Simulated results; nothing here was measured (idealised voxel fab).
process module | voxel wiring stack
cross-section cut | 240 nm wide | cells 5 nm
A cross-section is a grid of square cells, given in bands from the top down. A band is one or more rows of cells.
Each band's line starts with the height of the band's top and of its bottom, in nm. Then come its materials from left to right, each with its width in nm. One material with "throughout" fills the band from edge to edge. "air" is empty space.
Height 0 is the level under which the wafer as received is all one material. The lowest band goes on downwards, as in "0 down".
A width such as "30 to 40" changes by the same amount from each row of cells to the next, from the band's top row to its bottom row.
"no change" after a step means that no cell of the cross-section changed.
closed voids: empty space of 8 cells or more with no open way to the top, each as width x height at its distance from the left edge, in nm
after a step's settings: what the simulator itself notes on the step
overlay nm, on a step with a mask: how far to the right of its planned place the mask lay; to the left if negative
plan
1 op RECEIVE | material Si
2 op CONFORMAL_DEP | material SiO2 | thk nm 10
3 op DIRECTIONAL_DEP | material TiN | thk nm 5
4 op DIRECTIONAL_DEP | material Ru | thk nm 20
5 op MASKED_ETCH | tone cover | mask id METAL_1 | width nm 20 | pitch nm 40 | etch materials Ru | depth nm 20 | overlay nm 0
6 op MASKED_ETCH | tone cover | mask id METAL_1 | width nm 20 | pitch nm 40 | etch materials TiN | depth nm 5 | overlay nm 0
7 op FILL_DEP | material SiO2 | thk nm 5
8 op CMP | height nm 35
9 op CONFORMAL_DEP | material SiCN | thk nm 5
10 op DIRECTIONAL_DEP | material lowk | thk nm 10
11 op MASKED_ETCH | tone open | mask id PLUG_1 | width nm 15 | pitch nm 80 | etch materials lowk | depth nm 10 | overlay nm 0
12 op MASKED_ETCH | tone open | mask id PLUG_1 | width nm 15 | pitch nm 80 | etch materials SiCN | depth nm 5 | overlay nm 0
13 op CONFORMAL_DEP | material TiN | thk nm 5
14 op FILL_DEP | material Ru | thk nm 10
15 op CMP | height nm 50
16 op DIRECTIONAL_DEP | material TiN | thk nm 5
17 op DIRECTIONAL_DEP | material Ru | thk nm 20
18 op PATTERN | tone cover | mask id METAL_2 | material resist | width nm 20 | pitch nm 40 | thk nm 20 | overlay nm 0
19 op DIRECTIONAL_ETCH | etch materials Ru | depth nm 20
20 op DIRECTIONAL_ETCH | etch materials TiN | depth nm 5
21 op STRIP | etch materials resist
22 op CONFORMAL_DEP | material SiCN | thk nm 5
23 op FILL_DEP | material lowk | thk nm 5
24 op CMP | height nm 75
25 op CONFORMAL_DEP | material SiCN | thk nm 5
first wafer, as planned
as received, after step 1
  0 down: Si throughout
  closed voids: none
after step 2
  10 to 0: SiO2 throughout
  below 0: unchanged
after step 3
  15 to 10: TiN throughout
  below 10: unchanged
after step 4
  35 to 15: Ru throughout
  below 15: unchanged
after step 5
  35 to 15: air 70 | Ru 20 | air 20 | Ru 20 | air 20 | Ru 20 | air 70
  below 15: unchanged
after step 6
  35 to 15: air 70 | Ru 20 | air 20 | Ru 20 | air 20 | Ru 20 | air 70
  15 to 10: air 70 | TiN 20 | air 20 | TiN 20 | air 20 | TiN 20 | air 70
  below 10: unchanged
after step 7
  40 to 35: SiO2 throughout
  35 to 15: SiO2 70 | Ru 20 | SiO2 20 | Ru 20 | SiO2 20 | Ru 20 | SiO2 70
  15 to 10: SiO2 70 | TiN 20 | SiO2 20 | TiN 20 | SiO2 20 | TiN 20 | SiO2 70
  below 10: unchanged
after step 8
  35 to 15: SiO2 70 | Ru 20 | SiO2 20 | Ru 20 | SiO2 20 | Ru 20 | SiO2 70
  below 15: unchanged
after step 9
  40 to 35: SiCN throughout
  below 35: unchanged
after step 10
  50 to 40: lowk throughout
  below 40: unchanged
after step 11
  50 to 40: lowk 70 | air 15 | lowk 65 | air 15 | lowk 75
  below 40: unchanged
after step 12
  50 to 40: lowk 70 | air 15 | lowk 65 | air 15 | lowk 75
  40 to 35: SiCN 70 | air 15 | SiCN 65 | air 15 | SiCN 75
  below 35: unchanged
after step 13
  55 to 50: TiN 75 | air 5 | TiN 75 | air 5 | TiN 80
  50 to 40: lowk 70 | TiN 5 | air 5 | TiN 5 | lowk 65 | TiN 5 | air 5 | TiN 5 | lowk 75
  40 to 35: SiCN 70 | TiN 15 | SiCN 65 | TiN 15 | SiCN 75
  below 35: unchanged
after step 14
  65 to 55: Ru throughout
  55 to 50: TiN 75 | Ru 5 | TiN 75 | Ru 5 | TiN 80
  50 to 40: lowk 70 | TiN 5 | Ru 5 | TiN 5 | lowk 65 | TiN 5 | Ru 5 | TiN 5 | lowk 75
  below 40: unchanged
after step 15
  50 to 40: lowk 70 | TiN 5 | Ru 5 | TiN 5 | lowk 65 | TiN 5 | Ru 5 | TiN 5 | lowk 75
  below 40: unchanged
after step 16
  55 to 50: TiN throughout
  below 50: unchanged
after step 17
  75 to 55: Ru throughout
  below 55: unchanged
after step 18
  95 to 75: air 70 | resist 20 | air 20 | resist 20 | air 20 | resist 20 | air 70
  below 75: unchanged
after step 19
  95 to 75: air 70 | resist 20 | air 20 | resist 20 | air 20 | resist 20 | air 70
  75 to 55: air 70 | Ru 20 | air 20 | Ru 20 | air 20 | Ru 20 | air 70
  below 55: unchanged
after step 20
  95 to 75: air 70 | resist 20 | air 20 | resist 20 | air 20 | resist 20 | air 70
  75 to 55: air 70 | Ru 20 | air 20 | Ru 20 | air 20 | Ru 20 | air 70
  55 to 50: air 70 | TiN 20 | air 20 | TiN 20 | air 20 | TiN 20 | air 70
  below 50: unchanged
after step 21
  75 to 55: air 70 | Ru 20 | air 20 | Ru 20 | air 20 | Ru 20 | air 70
  below 55: unchanged
after step 22
  80 to 75: air 65 | SiCN 30 | air 10 | SiCN 30 | air 10 | SiCN 30 | air 65
  75 to 55: air 65 | SiCN 5 | Ru 20 | SiCN 5 | air 10 | SiCN 5 | Ru 20 | SiCN 5 | air 10 | SiCN 5 | Ru 20 | SiCN 5 | air 65
  55 to 50: SiCN 70 | TiN 20 | SiCN 20 | TiN 20 | SiCN 20 | TiN 20 | SiCN 70
  below 50: unchanged
after step 23
  85 to 80: lowk throughout
  80 to 75: lowk 65 | SiCN 30 | lowk 10 | SiCN 30 | lowk 10 | SiCN 30 | lowk 65
  75 to 55: lowk 65 | SiCN 5 | Ru 20 | SiCN 5 | lowk 10 | SiCN 5 | Ru 20 | SiCN 5 | lowk 10 | SiCN 5 | Ru 20 | SiCN 5 | lowk 65
  below 55: unchanged
after step 24
  75 to 55: lowk 65 | SiCN 5 | Ru 20 | SiCN 5 | lowk 10 | SiCN 5 | Ru 20 | SiCN 5 | lowk 10 | SiCN 5 | Ru 20 | SiCN 5 | lowk 65
  below 55: unchanged
after step 25
  80 to 75: SiCN throughout
  below 75: unchanged
second wafer: like start, like plan, one mistake. Through step 4 it matches the first wafer
when step 5 should have ended
  35 to 15: air 70 | Ru 25 | air 15 | Ru 25 | air 15 | Ru 25 | air 65
  below 15: unchanged
when step 6 should have ended
  35 to 15: air 70 | Ru 25 | air 15 | Ru 25 | air 15 | Ru 25 | air 65
  15 to 10: air 70 | TiN 25 | air 15 | TiN 25 | air 15 | TiN 25 | air 65
  below 10: unchanged
when step 7 should have ended
  40 to 35: SiO2 throughout
  35 to 15: SiO2 70 | Ru 25 | SiO2 15 | Ru 25 | SiO2 15 | Ru 25 | SiO2 65
  15 to 10: SiO2 70 | TiN 25 | SiO2 15 | TiN 25 | SiO2 15 | TiN 25 | SiO2 65
  below 10: unchanged
when step 8 should have ended
  35 to 15: SiO2 70 | Ru 25 | SiO2 15 | Ru 25 | SiO2 15 | Ru 25 | SiO2 65
  below 15: unchanged
when step 9 should have ended
  40 to 35: SiCN throughout
  below 35: unchanged
when step 10 should have ended
  50 to 40: lowk throughout
  below 40: unchanged
when step 11 should have ended
  50 to 40: lowk 70 | air 15 | lowk 65 | air 15 | lowk 75
  below 40: unchanged
when step 12 should have ended
  50 to 40: lowk 70 | air 15 | lowk 65 | air 15 | lowk 75
  40 to 35: SiCN 70 | air 15 | SiCN 65 | air 15 | SiCN 75
  below 35: unchanged
when step 13 should have ended
  55 to 50: TiN 75 | air 5 | TiN 75 | air 5 | TiN 80
  50 to 40: lowk 70 | TiN 5 | air 5 | TiN 5 | lowk 65 | TiN 5 | air 5 | TiN 5 | lowk 75
  40 to 35: SiCN 70 | TiN 15 | SiCN 65 | TiN 15 | SiCN 75
  below 35: unchanged
when step 14 should have ended
  65 to 55: Ru throughout
  55 to 50: TiN 75 | Ru 5 | TiN 75 | Ru 5 | TiN 80
  50 to 40: lowk 70 | TiN 5 | Ru 5 | TiN 5 | lowk 65 | TiN 5 | Ru 5 | TiN 5 | lowk 75
  below 40: unchanged
when step 15 should have ended
  50 to 40: lowk 70 | TiN 5 | Ru 5 | TiN 5 | lowk 65 | TiN 5 | Ru 5 | TiN 5 | lowk 75
  below 40: unchanged
when step 16 should have ended
  55 to 50: TiN throughout
  below 50: unchanged
when step 17 should have ended
  75 to 55: Ru throughout
  below 55: unchanged
when step 18 should have ended
  95 to 75: air 70 | resist 20 | air 20 | resist 20 | air 20 | resist 20 | air 70
  below 75: unchanged
when step 19 should have ended
  95 to 75: air 70 | resist 20 | air 20 | resist 20 | air 20 | resist 20 | air 70
  75 to 55: air 70 | Ru 20 | air 20 | Ru 20 | air 20 | Ru 20 | air 70
  below 55: unchanged
when step 20 should have ended
  95 to 75: air 70 | resist 20 | air 20 | resist 20 | air 20 | resist 20 | air 70
  75 to 55: air 70 | Ru 20 | air 20 | Ru 20 | air 20 | Ru 20 | air 70
  55 to 50: air 70 | TiN 20 | air 20 | TiN 20 | air 20 | TiN 20 | air 70
  below 50: unchanged
when step 21 should have ended
  75 to 55: air 70 | Ru 20 | air 20 | Ru 20 | air 20 | Ru 20 | air 70
  below 55: unchanged
when step 22 should have ended
  80 to 75: air 65 | SiCN 30 | air 10 | SiCN 30 | air 10 | SiCN 30 | air 65
  75 to 55: air 65 | SiCN 5 | Ru 20 | SiCN 5 | air 10 | SiCN 5 | Ru 20 | SiCN 5 | air 10 | SiCN 5 | Ru 20 | SiCN 5 | air 65
  55 to 50: SiCN 70 | TiN 20 | SiCN 20 | TiN 20 | SiCN 20 | TiN 20 | SiCN 70
  below 50: unchanged
when step 23 should have ended
  85 to 80: lowk throughout
  80 to 75: lowk 65 | SiCN 30 | lowk 10 | SiCN 30 | lowk 10 | SiCN 30 | lowk 65
  75 to 55: lowk 65 | SiCN 5 | Ru 20 | SiCN 5 | lowk 10 | SiCN 5 | Ru 20 | SiCN 5 | lowk 10 | SiCN 5 | Ru 20 | SiCN 5 | lowk 65
  below 55: unchanged
when step 24 should have ended
  75 to 55: lowk 65 | SiCN 5 | Ru 20 | SiCN 5 | lowk 10 | SiCN 5 | Ru 20 | SiCN 5 | lowk 10 | SiCN 5 | Ru 20 | SiCN 5 | lowk 65
  below 55: unchanged
when step 25 should have ended
  80 to 75: SiCN throughout
  below 75: unchanged
what went wrong: step 5 ran as: op MASKED_ETCH | tone cover | mask id METAL_1 | width nm 25 | pitch nm 40 | etch materials Ru | depth nm 20 | overlay nm 0
at the end the second wafer has, in cells: 12 more of Ru | 15 fewer of SiO2 | 3 more of TiN
